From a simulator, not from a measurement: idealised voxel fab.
Process module, titled voxel fin reveal
Cross-section cut spans 275 nm and uses square cells 5 nm in size.
Reading order for cross-sections: top band down to bottom band. Underlying form: a grid of square cells. Band size: one or more rows of cells. Each band's line starts with the height of the band's top and of its bottom, in nm. Then come its materials from left to right, each with its width in nm. One material with "all across" fills the band from edge to edge. "air" is empty space. Heights are expressed relative to 0, this being the level below which the as-received wafer comprises one material exclusively. The lowest band is unbounded in the downward direction and is denoted as in "0 down". The two numbers in a width such as "30..40" mark its ends across the band: the first belongs to the top row of cells, the second to the bottom row, and from each row to the next the width moves by the same amount. Given "nothing got changed" for a step, no cell of the cross-section differs between before and after that step. In the "Enclosed void inventory" entry, you get each enclosed empty space of 8 cells or more, one with no open way to the top, written width x height at distance, distance from the left edge, in nm. Note: text after step settings on the step line = simulator remark on that step. The "overlay nm" setting may appear on a step's line; for a step that uses a mask, it gives how far to the right of its planned position the mask lay, and a negative value indicates the left.
# This section lists the process steps that were planned
1. RECEIVE: material Si
2. CONFORMAL_DEP: material SiN, thk nm 5
3. PATTERN: tone cover, mask id FINS, material resist, width nm 15, pitch nm 35, thk nm 15, overlay nm 0
4. DIRECTIONAL_ETCH: etch materials SiN, depth nm 5
5. DIRECTIONAL_ETCH: etch materials Si, depth nm 40
6. STRIP: etch materials resist
7. FILL_DEP: material SiO2, thk nm 10
8. CMP: height nm 5
9. SELECTIVE_ETCH: etch materials SiO2, depth nm 25
10. STRIP: etch materials SiN
11. CONFORMAL_DEP: material HfO2, thk nm 5
# Wafer cross-section on receipt, i.e. after step 1
    0 down | Si all across
    Enclosed void inventory: none
# Cross-sectional result after module completion. Note: starting condition and plan are unchanged from above; one processing mistake was made
    5 to 0 | air (70) | SiO2 (25) | air (10) | SiO2 (25) | air (10) | SiO2 (25) | air (10) | SiO2 (25) | air (75)
    0 to -15 | air (70) | SiO2 (5) | Si (15) | SiO2 (5) | air (10) | SiO2 (5) | Si (15) | SiO2 (5) | air (10) | SiO2 (5) | Si (15) | SiO2 (5) | air (10) | SiO2 (5) | Si (15) | SiO2 (5) | air (75)
    -15 to -40 | SiO2 (75) | Si (15) | SiO2 (20) | Si (15) | SiO2 (20) | Si (15) | SiO2 (20) | Si (15) | SiO2 (80)
    -40 down | Si all across
    Enclosed void inventory: none
Against the plan, the run slipped here: step 11 did not use the planned setting and instead ran as CONFORMAL_DEP: material SiO2, thk nm 5
